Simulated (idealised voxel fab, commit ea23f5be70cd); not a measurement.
The process module presented herein is designated voxel released beams.
cross-section cut | 285 nm wide | cells 5 nm
Each cross-section below is a grid of square cells, stated as bands in top-down order, with one or more rows of cells making up each band.
First you get the band's top height and its bottom height, in nm, and then the materials it's made of, left to right, with each width in nm. If you see a single material with "all across", that one covers the band edge to edge. "blank" is empty space.
For the purposes of this specification, 0 denotes the height below which the wafer in its as-received condition is composed wholly of one material, and the lowermost band, lacking a lower limit, extends downward without end, as expressed in "from 0 down".
A width such as "30..40" changes by the same amount from each row of cells to the next, from the band's top row to its bottom row.
When a step is marked "no change", none of the cells in the cross-section changed during that step.
Entry "Closed void listing" = empty spaces >= 8 cells with no open way to the top; each as width x height at distance, distance from left edge, all nm.
If you see something after the settings on a step's line, that's the simulator's own remark about that step.
A step's line can hold "overlay nm"; with a mask on that step, the setting says how far right of the planned place the mask lay, while a negative setting says it lay to the left.
List of planned process steps:
1 op RECEIVE | material Si
2 op CONFORMAL_DEP | material SiN | thk nm 5
3 op DIRECTIONAL_DEP | material SiO2 | thk nm 20
4 op MASKED_ETCH | tone open | mask id ANCHOR | width nm 45 | etch materials SiO2 | depth nm 20 | overlay nm 0
5 op CONFORMAL_DEP | material polySi | thk nm 15
6 op DIRECTIONAL_DEP | material aC | thk nm 10
7 op PATTERN | tone cover | mask id BEAM | material resist | width nm 95 | thk nm 30 | overlay nm 0
8 op DIRECTIONAL_ETCH | etch materials aC | depth nm 10
9 op STRIP | etch materials resist
10 op DIRECTIONAL_ETCH | etch materials polySi | depth nm 15
11 op STRIP | etch materials aC
12 op STRIP | etch materials SiO2
First wafer out of two, processed as planned:
Cross-section of the incoming wafer, state after step 1:
from 0 down: Si all across
Closed void listing: none
Cross-sectional representation of the wafer at the conclusion of step 2:
from 5 to 0: SiN all across
Below 0 it's all the same as before, nothing changed down there.
Cross-sectional representation of the wafer at the conclusion of step 3:
from 25 to 5: SiO2 all across
Below 5 it's all the same as before, nothing changed down there.
Cross-sectional representation of the wafer at the conclusion of step 4:
from 25 to 5: SiO2 95 nm | blank 45 nm | SiO2 145 nm
Below 5 it's all the same as before, nothing changed down there.
Cross-sectional representation of the wafer at the conclusion of step 5:
from 40 to 25: polySi 110 nm | blank 15 nm | polySi 160 nm
from 25 to 20: SiO2 95 nm | polySi 15 nm | blank 15 nm | polySi 15 nm | SiO2 145 nm
from 20 to 5: SiO2 95 nm | polySi 45 nm | SiO2 145 nm
Below 5 it's all the same as before, nothing changed down there.
Cross-sectional representation of the wafer at the conclusion of step 6:
from 50 to 40: aC 110 nm | blank 15 nm | aC 160 nm
from 40 to 30: polySi 110 nm | blank 15 nm | polySi 160 nm
from 30 to 25: polySi 110 nm | aC 15 nm | polySi 160 nm
from 25 to 20: SiO2 95 nm | polySi 15 nm | aC 15 nm | polySi 15 nm | SiO2 145 nm
Below 20 it's all the same as before, nothing changed down there.
Cross-sectional representation of the wafer at the conclusion of step 7:
from 80 to 50: blank 90 nm | resist 95 nm | blank 100 nm
from 50 to 40: aC 110 nm | resist 15 nm | aC 160 nm
from 40 to 30: polySi 110 nm | resist 15 nm | polySi 160 nm
Below 30 it's all the same as before, nothing changed down there.
Cross-sectional representation of the wafer at the conclusion of step 8:
from 70 to 50: blank 90 nm | resist 95 nm | blank 100 nm
from 50 to 40: blank 90 nm | aC 20 nm | resist 15 nm | aC 60 nm | blank 100 nm
Below 40 it's all the same as before, nothing changed down there.
Cross-sectional representation of the wafer at the conclusion of step 9:
from 50 to 40: blank 90 nm | aC 20 nm | blank 15 nm | aC 60 nm | blank 100 nm
from 40 to 30: polySi 110 nm | blank 15 nm | polySi 160 nm
Below 30 it's all the same as before, nothing changed down there.
Cross-sectional representation of the wafer at the conclusion of step 10:
from 50 to 40: blank 90 nm | aC 20 nm | blank 15 nm | aC 60 nm | blank 100 nm
from 40 to 30: blank 90 nm | polySi 20 nm | blank 15 nm | polySi 60 nm | blank 100 nm
from 30 to 25: blank 90 nm | polySi 20 nm | aC 15 nm | polySi 60 nm | blank 100 nm
Below 25 it's all the same as before, nothing changed down there.
Cross-sectional representation of the wafer at the conclusion of step 11:
from 40 to 25: blank 90 nm | polySi 20 nm | blank 15 nm | polySi 60 nm | blank 100 nm
from 25 to 20: SiO2 95 nm | polySi 15 nm | blank 15 nm | polySi 15 nm | SiO2 145 nm
Below 20 it's all the same as before, nothing changed down there.
Cross-sectional representation of the wafer at the conclusion of step 12:
from 40 to 25: blank 90 nm | polySi 20 nm | blank 15 nm | polySi 60 nm | blank 100 nm
from 25 to 20: blank 95 nm | polySi 15 nm | blank 15 nm | polySi 15 nm | blank 145 nm
from 20 to 5: blank 95 nm | polySi 45 nm | blank 145 nm
Below 5 it's all the same as before, nothing changed down there.
Second Wafer (Identical Start and Plan, One Processing Error; Matches First Wafer Through Step 1):
Second wafer shown in cross-section at the time step 2 was slated to end:
from 20 to 0: SiO2 all across
Below 0 it's all the same as before, nothing changed down there.
Second wafer shown in cross-section at the time step 3 was slated to end:
from 25 to 20: SiN all across
Below 20 it's all the same as before, nothing changed down there.
Second wafer shown in cross-section at the time step 4 was slated to end: no change
Second wafer shown in cross-section at the time step 5 was slated to end:
from 40 to 25: polySi all across
Below 25 it's all the same as before, nothing changed down there.
Second wafer shown in cross-section at the time step 6 was slated to end:
from 50 to 40: aC all across
Below 40 it's all the same as before, nothing changed down there.
Second wafer shown in cross-section at the time step 7 was slated to end:
from 80 to 50: blank 90 nm | resist 95 nm | blank 100 nm
Below 50 it's all the same as before, nothing changed down there.
Second wafer shown in cross-section at the time step 8 was slated to end:
from 70 to 50: blank 90 nm | resist 95 nm | blank 100 nm
from 50 to 40: blank 90 nm | aC 95 nm | blank 100 nm
Below 40 it's all the same as before, nothing changed down there.
Second wafer shown in cross-section at the time step 9 was slated to end:
from 50 to 40: blank 90 nm | aC 95 nm | blank 100 nm
Below 40 it's all the same as before, nothing changed down there.
Second wafer shown in cross-section at the time step 10 was slated to end:
from 50 to 40: blank 90 nm | aC 95 nm | blank 100 nm
from 40 to 25: blank 90 nm | polySi 95 nm | blank 100 nm
Below 25 it's all the same as before, nothing changed down there.
Second wafer shown in cross-section at the time step 11 was slated to end:
from 40 to 25: blank 90 nm | polySi 95 nm | blank 100 nm
Below 25 it's all the same as before, nothing changed down there.
Second wafer shown in cross-section at the time step 12 was slated to end: no change
Processing error: mixed up steps 2 and 3 - ran each in the other's place
Bottom line after processing is that, in cells, the second wafer is up or down on some materials versus the first: SiO2: 228 more, polySi: 24 fewer
